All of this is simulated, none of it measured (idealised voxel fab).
A process module follows: voxel fin reveal.
cross-section cut | 200 nm wide | cells 5 nm
If you're reading a cross-section in this doc, picture square cells in a grid; it comes to you as bands, top ones listed first down to the bottom, and a band can be one or more rows of cells.
A band entry consists of two parts. The first gives the height of the band's top and the height of its bottom, in nm. The rest lists the band's materials from left to right, each with its width in nm. A single material labelled with the word "all across" fills the band from edge to edge, and the word "blank" marks empty space.
Height is counted from the level 0, under which the received wafer is composed throughout of one material. The lowest of the bands is not closed at the bottom but continues downward, in the notation "z 0 and below".
The notation "30 to 40" denotes a width that varies across the rows of cells in the band, beginning at the first number in the top row, finishing at the second number in the bottom row, and changing by an identical amount from each row to the next.
Given "nothing different" for a step, no cell of the cross-section differs between before and after that step.
In "Catalogued sealed voids" the enclosed voids are listed, meaning empty spaces of 8 cells or larger without any opening to the top. The form is width x height at distance, distance from the left edge, units nm.
Step line, after settings: the simulator's comment on this step.
overlay nm: right-of-plan distance of the mask on a masked step; negative values mean left-of-plan.

### Steps planned for the process
1) RECEIVE: material Si
2) CONFORMAL_DEP: material SiN, thk nm 5
3) DIRECTIONAL_DEP: material aC, thk nm 15
4) PATTERN: tone cover, mask id FINS, material resist, width nm 15, pitch nm 35, thk nm 35, overlay nm 0
5) DIRECTIONAL_ETCH: etch materials aC, depth nm 15
6) STRIP: etch materials resist
7) DIRECTIONAL_ETCH: etch materials SiN, depth nm 5
8) DIRECTIONAL_ETCH: etch materials Si, depth nm 35
9) STRIP: etch materials aC
10) OXIDIZE: depth nm 5
11) FILL_DEP: material SiO2, thk nm 10
12) CMP: height nm 5
13) SELECTIVE_ETCH: etch materials SiO2, depth nm 30
14) STRIP: etch materials SiN

### Shown in cross-section is the wafer as received, that is, as it stands after step 1
* z 0 and below = Si all across
* Catalogued sealed voids: none

### End-of-module XS, first of two wafers, run as planned
* z 0 to -25 = 80 nm blank / 5 nm Si / 30 nm blank / 5 nm Si / 80 nm blank
* z -25 to -40 = 80 nm SiO2 / 5 nm Si / 30 nm SiO2 / 5 nm Si / 80 nm SiO2
* z -40 and below = Si all across
* Catalogued sealed voids: none

### This cross-section belongs to the second wafer of two at the end of the module; the start and the plan were shared with the first, and the run included one mistake
* z 0 to -25 = 80 nm blank / 5 nm Si / 30 nm blank / 5 nm Si / 80 nm blank
* z -25 to -30 = 45 nm SiO2 / 35 nm blank / 5 nm Si / 30 nm blank / 5 nm Si / 35 nm blank / 45 nm SiO2
* z -30 to -40 = 80 nm SiO2 / 5 nm Si / 30 nm SiO2 / 5 nm Si / 80 nm SiO2
* z -40 and below = Si all across
* Catalogued sealed voids: none
Error vs. plan: so 13 and 14 got swapped relative to the plan, each ran where the other was supposed to
End of process, cell counts, second wafer against first, materials with more or fewer: -20 SiO2
